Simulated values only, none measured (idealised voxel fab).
Process module under the name voxel tone inversion
cross-section cut | 295 nm wide | cells 5 nm
We lay out every cross-section as a grid of square cells and spell it out in bands from the top down, where one band means one or more rows of cells.
A band entry consists of two parts. The first gives the height of the band's top and the height of its bottom, in nm. The rest lists the band's materials from left to right, each with its width in nm. A single material labelled with the word "all across" fills the band from edge to edge, and the word "air" marks empty space.
It should be noted that heights are counted from 0, beneath which the wafer as supplied is of one material throughout, and that the lowest band possesses no lower boundary but continues downward, as written in "0 nm and below".
Think of "30..40" as a width that walks from the first number to the second as you go down the band, top row to bottom row, taking equal-sized steps from row to row.
Basically "nothing got changed" means that step didn't change any cell in the cross-section.
In "Internal closed voids" the enclosed voids are listed, meaning empty spaces of 8 cells or larger without any opening to the top. The form is width x height at distance, distance from the left edge, units nm.
Anything after a step's settings on that line? It's the simulator's own note about the step.
You can add "overlay nm" to a step's line. For a step with a mask, it describes how far the mask lay to the right of its planned position, and a negative number describes a lay to the left.

Steps planned for the process:
1,RECEIVE | material Si
2,CONFORMAL_DEP | material SiN | thk nm 10
3,DIRECTIONAL_DEP | material polySi | thk nm 15
4,PATTERN | tone cover | mask id POSTS | material resist | width nm 15 | pitch nm 40 | thk nm 25 | overlay nm 0
5,DIRECTIONAL_ETCH | etch materials polySi | depth nm 15
6,STRIP | etch materials resist
7,FILL_DEP | material lowk | thk nm 5
8,CMP | height nm 25
9,STRIP | etch materials polySi
10,CONFORMAL_DEP | material TiN | thk nm 5
11,FILL_DEP | material Ru | thk nm 5
12,CMP | height nm 25
13,CONFORMAL_DEP | material SiN | thk nm 5

Account of the first of two wafers, which was processed as intended:

Cross-section: wafer on arrival = after step 1:
* 0 nm and below | Si all across
* Internal closed voids: none

After step 2:
* 10 nm to 0 nm | SiN all across
* Everything below 0 is unchanged.

After step 3:
* 25 nm to 10 nm | polySi all across
* Everything below 10 is unchanged.

After step 4:
* 50 nm to 25 nm | air 120 | resist 15 | air 25 | resist 15 | air 120
* Everything below 25 is unchanged.

After step 5:
* 50 nm to 25 nm | air 120 | resist 15 | air 25 | resist 15 | air 120
* 25 nm to 10 nm | air 120 | polySi 15 | air 25 | polySi 15 | air 120
* Everything below 10 is unchanged.

After step 6:
* 25 nm to 10 nm | air 120 | polySi 15 | air 25 | polySi 15 | air 120
* Everything below 10 is unchanged.

After step 7:
* 30 nm to 25 nm | lowk all across
* 25 nm to 10 nm | lowk 120 | polySi 15 | lowk 25 | polySi 15 | lowk 120
* Everything below 10 is unchanged.

After step 8:
* 25 nm to 10 nm | lowk 120 | polySi 15 | lowk 25 | polySi 15 | lowk 120
* Everything below 10 is unchanged.

After step 9:
* 25 nm to 10 nm | lowk 120 | air 15 | lowk 25 | air 15 | lowk 120
* Everything below 10 is unchanged.

After step 10:
* 30 nm to 25 nm | TiN 125 | air 5 | TiN 35 | air 5 | TiN 125
* 25 nm to 15 nm | lowk 120 | TiN 5 | air 5 | TiN 5 | lowk 25 | TiN 5 | air 5 | TiN 5 | lowk 120
* 15 nm to 10 nm | lowk 120 | TiN 15 | lowk 25 | TiN 15 | lowk 120
* Everything below 10 is unchanged.

After step 11:
* 35 nm to 30 nm | Ru all across
* 30 nm to 25 nm | TiN 125 | Ru 5 | TiN 35 | Ru 5 | TiN 125
* 25 nm to 15 nm | lowk 120 | TiN 5 | Ru 5 | TiN 5 | lowk 25 | TiN 5 | Ru 5 | TiN 5 | lowk 120
* Everything below 15 is unchanged.

After step 12:
* 25 nm to 15 nm | lowk 120 | TiN 5 | Ru 5 | TiN 5 | lowk 25 | TiN 5 | Ru 5 | TiN 5 | lowk 120
* Everything below 15 is unchanged.

After step 13:
* 30 nm to 25 nm | SiN all across
* Everything below 25 is unchanged.

Second wafer - shared start and plan with the first - one error in running - same as the first up to step 3 inclusive:

Cross-sectional view of the second wafer at the intended end time of process step 4:
* 50 nm to 25 nm | air 130 | resist 15 | air 25 | resist 15 | air 110
* Everything below 25 is unchanged.

Cross-sectional view of the second wafer at the intended end time of process step 5:
* 50 nm to 25 nm | air 130 | resist 15 | air 25 | resist 15 | air 110
* 25 nm to 10 nm | air 130 | polySi 15 | air 25 | polySi 15 | air 110
* Everything below 10 is unchanged.

Cross-sectional view of the second wafer at the intended end time of process step 6:
* 25 nm to 10 nm | air 130 | polySi 15 | air 25 | polySi 15 | air 110
* Everything below 10 is unchanged.

Cross-sectional view of the second wafer at the intended end time of process step 7:
* 30 nm to 25 nm | lowk all across
* 25 nm to 10 nm | lowk 130 | polySi 15 | lowk 25 | polySi 15 | lowk 110
* Everything below 10 is unchanged.

Cross-sectional view of the second wafer at the intended end time of process step 8:
* 25 nm to 10 nm | lowk 130 | polySi 15 | lowk 25 | polySi 15 | lowk 110
* Everything below 10 is unchanged.

Cross-sectional view of the second wafer at the intended end time of process step 9:
* 25 nm to 10 nm | lowk 130 | air 15 | lowk 25 | air 15 | lowk 110
* Everything below 10 is unchanged.

Cross-sectional view of the second wafer at the intended end time of process step 10:
* 30 nm to 25 nm | TiN 135 | air 5 | TiN 35 | air 5 | TiN 115
* 25 nm to 15 nm | lowk 130 | TiN 5 | air 5 | TiN 5 | lowk 25 | TiN 5 | air 5 | TiN 5 | lowk 110
* 15 nm to 10 nm | lowk 130 | TiN 15 | lowk 25 | TiN 15 | lowk 110
* Everything below 10 is unchanged.

Cross-sectional view of the second wafer at the intended end time of process step 11:
* 35 nm to 30 nm | Ru all across
* 30 nm to 25 nm | TiN 135 | Ru 5 | TiN 35 | Ru 5 | TiN 115
* 25 nm to 15 nm | lowk 130 | TiN 5 | Ru 5 | TiN 5 | lowk 25 | TiN 5 | Ru 5 | TiN 5 | lowk 110
* Everything below 15 is unchanged.

Cross-sectional view of the second wafer at the intended end time of process step 12:
* 25 nm to 15 nm | lowk 130 | TiN 5 | Ru 5 | TiN 5 | lowk 25 | TiN 5 | Ru 5 | TiN 5 | lowk 110
* Everything below 15 is unchanged.

Cross-sectional view of the second wafer at the intended end time of process step 13:
* 30 nm to 25 nm | SiN all across
* Everything below 25 is unchanged.
Diagnosis: rather than as planned, step 4 actually ran as PATTERN | tone cover | mask id POSTS | material resist | width nm 15 | pitch nm 40 | thk nm 25 | overlay nm 10
At the end, each material covers as many cells on the second wafer as it does on the first, though the cells it covers are elsewhere.
